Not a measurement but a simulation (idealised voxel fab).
process module | voxel double patterning
Each square cell in cross-section cut measures 5 nm, and the section as a whole is 240 nm wide.
Cross-section, as written here: a square-cell grid given band by band from the top down, where a band holds one or more rows of cells.
Basically the band line says how high the top is and how high the bottom is, in nm, and then what's in it from left to right, every material with its width in nm. Empty space shows up as "blank", and if a single material carries "edge to edge" it runs the full band edge to edge.
It should be noted that heights are counted from 0, beneath which the wafer as supplied is of one material throughout, and that the lowest band possesses no lower boundary but continues downward, as written in "0 down".
A width such as "30 to 40" changes by the same amount from each row of cells to the next, from the band's top row to its bottom row.
Step marked "no alterations made"? Then no cell in the cross-section changed in it.
Closed-off voids of 8+ cells (no open route to the top) go in "Cavities, sealed", written width x height at distance from the left edge, in nm.
What comes after the settings on a step's line is commentary from the simulator itself on that step.
overlay nm: mask offset rightward from planned place, masked step; negative means leftward offset.
Planned process steps
1) RECEIVE,material Si
2) CONFORMAL_DEP,material SiO2,thk nm 5
3) DIRECTIONAL_DEP,material TiN,thk nm 20
4) DIRECTIONAL_DEP,material SiN,thk nm 10
5) PATTERN,tone open,mask id FIRST,material resist,width nm 15,pitch nm 50,thk nm 15,overlay nm -15
6) DIRECTIONAL_ETCH,etch materials SiN,depth nm 10
7) STRIP,etch materials resist
8) PATTERN,tone open,mask id SECOND,material resist,width nm 15,thk nm 15,overlay nm 0
9) DIRECTIONAL_ETCH,etch materials SiN,depth nm 10
10) STRIP,etch materials resist
11) DIRECTIONAL_ETCH,etch materials TiN,depth nm 20
12) STRIP,etch materials SiN
The plan shows the overlay nm of step 5 as the first wafer had it; this setting differs between the wafers, which start out alike.
Sectional view: first of several wafers, as received, after step 1
  0 down  Si edge to edge
  Cavities, sealed: none
The first of several wafers, seen in cross-section after the module's last step, step 12
  25 to 5  70 of TiN; 15 of blank; 25 of TiN; 25 of blank; 105 of TiN
  5 to 0  SiO2 edge to edge
  0 down  Si edge to edge
  Cavities, sealed: none
Last-wafer cross-section at the end of the module
  25 to 5  100 of TiN; 25 of blank; 25 of TiN; 15 of blank; 75 of TiN
  5 to 0  SiO2 edge to edge
  0 down  Si edge to edge
  Cavities, sealed: none
Gained (+) or lost (-) cells of each material since receipt, then closed voids: one row per wafer, at the end of the module
overlay nm -15; +48 SiO2; +160 TiN; Cavities, sealed: none
overlay nm -10; +48 SiO2; +156 TiN; Cavities, sealed: none
overlay nm -5; +48 SiO2; +156 TiN; Cavities, sealed: none
overlay nm 0; +48 SiO2; +156 TiN; Cavities, sealed: none
overlay nm 5; +48 SiO2; +156 TiN; Cavities, sealed: none
overlay nm 10; +48 SiO2; +156 TiN; Cavities, sealed: none
overlay nm 15; +48 SiO2; +160 TiN; Cavities, sealed: none
